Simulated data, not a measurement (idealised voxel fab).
Proc. module: voxel self aligned vias
We display cut, a cross-section 220 nm in width whose square cells are each 5 nm.
This document writes a cross-section as a grid whose cells are square, and gives it as bands, listed from the top down; one or more rows of cells form a band.
Band: top and bottom heights (nm) first, top before bottom; then materials from left to right, widths in nm. "throughout" marks a sole material filling the band edge to edge. "empty" denotes empty space.
Heights are expressed relative to 0, this being the level below which the as-received wafer comprises one material exclusively. The lowest band is unbounded in the downward direction and is denoted as in "0..down".
You'd read "30..40" like this: the band's top row of cells is as wide as the first number, its bottom row is as wide as the second, and going down, every row changes width by the same amount as the row before did.
Given "nothing got changed" for a step, no cell of the cross-section differs between before and after that step.
The entry titled "Unvented cavities" provides the empty spaces that have no open way to the top, restricted to those of 8 cells or more. Each is presented as width x height at distance, the distance being measured from the left edge, with all three in nm.
Read whatever lies past the settings on a step's line as the simulator's own remark about the step.
On any step carrying a mask, the "overlay nm" setting, if present on the step's line, tells how far right of its planned place the mask lay; negative values point to the left.
## Set out below are the planned steps of the process
1 op RECEIVE | material Si
2 op CONFORMAL_DEP | material SiO2 | thk nm 15
3 op CONFORMAL_DEP | material SiCN | thk nm 5
4 op DIRECTIONAL_DEP | material lowk | thk nm 30
5 op DIRECTIONAL_DEP | material aC | thk nm 15
6 op PATTERN | tone open | mask id LINES | material resist | width nm 20 | pitch nm 65 | thk nm 35 | overlay nm 0
7 op DIRECTIONAL_ETCH | etch materials aC | depth nm 15
8 op STRIP | etch materials resist
9 op DIRECTIONAL_ETCH | etch materials lowk | depth nm 30
10 op STRIP | etch materials aC
11 op CONFORMAL_DEP | material TiN | thk nm 5
12 op FILL_DEP | material W | thk nm 5
13 op CMP | height nm 50
14 op SELECTIVE_ETCH | etch materials W Ru TiN | depth nm 5
15 op FILL_DEP | material SiN | thk nm 5
16 op CMP | height nm 50
17 op DIRECTIONAL_DEP | material lowk | thk nm 15
18 op MASKED_ETCH | tone open | mask id VIAS | width nm 40 | pitch nm 65 | etch materials lowk | depth nm 15 | overlay nm 0
19 op MASKED_ETCH | tone open | mask id VIAS | width nm 40 | pitch nm 65 | etch materials SiN | depth nm 5 | overlay nm 0
20 op CONFORMAL_DEP | material TiN | thk nm 5
21 op FILL_DEP | material Cu | thk nm 5
22 op CMP | height nm 65
23 op CONFORMAL_DEP | material SiN | thk nm 5
## Here's what the wafer looked like in cross-section when it arrived - that's after step 1
* 0..down = Si throughout
* Unvented cavities: none
## First of two wafers at the end of the module, shown in cross-section; run carried out as planned
* 70..65 = SiN throughout
* 65..55 = 55 of lowk  5 of TiN  30 of Cu  5 of TiN  25 of lowk  5 of TiN  30 of Cu  5 of TiN  60 of lowk
* 55..50 = 55 of lowk  15 of TiN  10 of Cu  15 of TiN  25 of lowk  15 of TiN  10 of Cu  15 of TiN  60 of lowk
* 50..45 = 65 of lowk  20 of TiN  45 of lowk  20 of TiN  70 of lowk
* 45..25 = 65 of lowk  5 of TiN  10 of W  5 of TiN  45 of lowk  5 of TiN  10 of W  5 of TiN  70 of lowk
* 25..20 = 65 of lowk  20 of TiN  45 of lowk  20 of TiN  70 of lowk
* 20..15 = SiCN throughout
* 15..0 = SiO2 throughout
* 0..down = Si throughout
* Unvented cavities: none
## The second wafer, shown in cross-section after the module: started the same way as the first and given the same plan, yet one mistake crept into how it was run
* 70..65 = SiN throughout
* 65..50 = 55 of lowk  5 of TiN  30 of Cu  5 of TiN  25 of lowk  5 of TiN  30 of Cu  5 of TiN  60 of lowk
* 50..45 = 55 of lowk  40 of TiN  25 of lowk  40 of TiN  60 of lowk
* 45..35 = 55 of lowk  15 of TiN  10 of W  15 of TiN  25 of lowk  15 of TiN  10 of W  15 of TiN  60 of lowk
* 35..25 = 65 of lowk  5 of TiN  10 of W  5 of TiN  45 of lowk  5 of TiN  10 of W  5 of TiN  70 of lowk
* 25..20 = 65 of lowk  20 of TiN  45 of lowk  20 of TiN  70 of lowk
* 20..15 = SiCN throughout
* 15..0 = SiO2 throughout
* 0..down = Si throughout
* Unvented cavities: none
Nonconformance to the process plan: step 18 was run twice
Final wafer comparison in cells, second versus first, more or fewer per material: Cu +8 | TiN +16 | lowk -24
